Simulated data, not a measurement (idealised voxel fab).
Process module under the name voxel self aligned vias
In the cross-section labelled cut, the width is 140 nm and each square cell is 5 nm.
Cross-section spec: square-cell grid; bands listed top down; each band is one or more rows.
The band entry comprises the height of the band's top followed by the height of its bottom, expressed in nm, and subsequently the band's materials from left to right, each stated together with its width in nm. Where a single material is marked with the word "all across", that material fills the band from edge to edge. The word "blank" represents empty space.
For the purposes of this specification, 0 denotes the height below which the wafer in its as-received condition is composed wholly of one material, and the lowermost band, lacking a lower limit, extends downward without end, as expressed in "0 down".
Width "30..40": first value at the band's top row of cells, second value at its bottom row, equal change from row to row.
"no modification" -> step changed no cross-section cell.
Basically, "Closed cavities" tells you about the enclosed voids: empty spaces with no open way to the top, 8 cells or bigger, each written width x height at distance, where distance is from the left edge, all in nm.
Read whatever lies past the settings on a step's line as the simulator's own remark about the step.
On any step carrying a mask, the "overlay nm" setting, if present on the step's line, tells how far right of its planned place the mask lay; negative values point to the left.

Steps in the process plan
1,RECEIVE | material Si
2,CONFORMAL_DEP | material SiO2 | thk nm 10
3,CONFORMAL_DEP | material SiCN | thk nm 5
4,DIRECTIONAL_DEP | material lowk | thk nm 20
5,MASKED_ETCH | tone open | mask id LINES | width nm 30 | pitch nm 70 | etch materials lowk | depth nm 20 | overlay nm -5
6,CONFORMAL_DEP | material TiN | thk nm 5
7,FILL_DEP | material Ru | thk nm 5
8,CMP | height nm 35
9,SELECTIVE_ETCH | etch materials W Ru TiN | depth nm 5
10,FILL_DEP | material SiN | thk nm 10
11,CMP | height nm 35
12,DIRECTIONAL_DEP | material lowk | thk nm 20
13,PATTERN | tone open | mask id VIAS | material resist | width nm 40 | thk nm 20 | overlay nm 0
14,DIRECTIONAL_ETCH | etch materials lowk | depth nm 20
15,DIRECTIONAL_ETCH | etch materials SiN | depth nm 5
16,STRIP | etch materials resist
17,CONFORMAL_DEP | material TiN | thk nm 5
18,FILL_DEP | material Cu | thk nm 10
19,CMP | height nm 55
20,CONFORMAL_DEP | material SiCN | thk nm 5
The plan shows the overlay nm of step 5 as the first wafer had it; this setting differs between the wafers, which start out alike.

As received, i.e. after step 1: cross-section through the first of several wafers
	0 down | Si all across
	Closed cavities: none

At the end of the module, after its last step, step 20, the first of several wafers appears in cross-section as follows
	60 to 55 | SiCN all across
	55 to 40 | lowk 15, TiN 5, Cu 30, TiN 5, lowk 85
	40 to 35 | lowk 15, TiN 5, Cu 20, TiN 15, lowk 85
	35 to 30 | lowk 15, TiN 30, lowk 40, SiN 30, lowk 25
	30 to 20 | lowk 15, TiN 5, Ru 20, TiN 5, lowk 40, TiN 5, Ru 20, TiN 5, lowk 25
	20 to 15 | lowk 15, TiN 30, lowk 40, TiN 30, lowk 25
	15 to 10 | SiCN all across
	10 to 0 | SiO2 all across
	0 down | Si all across
	Closed cavities: none

Of the several wafers, the last: cross-section at the end of the module
	60 to 55 | SiCN all across
	55 to 40 | lowk 15, TiN 5, Cu 30, TiN 5, lowk 85
	40 to 35 | lowk 15, TiN 15, Cu 20, TiN 5, lowk 85
	35 to 30 | lowk 25, TiN 30, lowk 40, SiN 30, lowk 15
	30 to 20 | lowk 25, TiN 5, Ru 20, TiN 5, lowk 40, TiN 5, Ru 20, TiN 5, lowk 15
	20 to 15 | lowk 25, TiN 30, lowk 40, TiN 30, lowk 15
	15 to 10 | SiCN all across
	10 to 0 | SiO2 all across
	0 down | Si all across
	Closed cavities: none

Quick key for the table: a row per wafer, taken at the end of the module. For each material it tells you how many cells the wafer gained (+) or lost (-) since it came in, and the closed voids come after
overlay nm -5 | +22 Cu | +16 Ru | +56 SiCN | +6 SiN | +56 SiO2 | +36 TiN | +144 lowk | Closed cavities: none
overlay nm 0 | +22 Cu | +16 Ru | +56 SiCN | +6 SiN | +56 SiO2 | +36 TiN | +144 lowk | Closed cavities: none
overlay nm 5 | +22 Cu | +16 Ru | +56 SiCN | +6 SiN | +56 SiO2 | +36 TiN | +144 lowk | Closed cavities: none
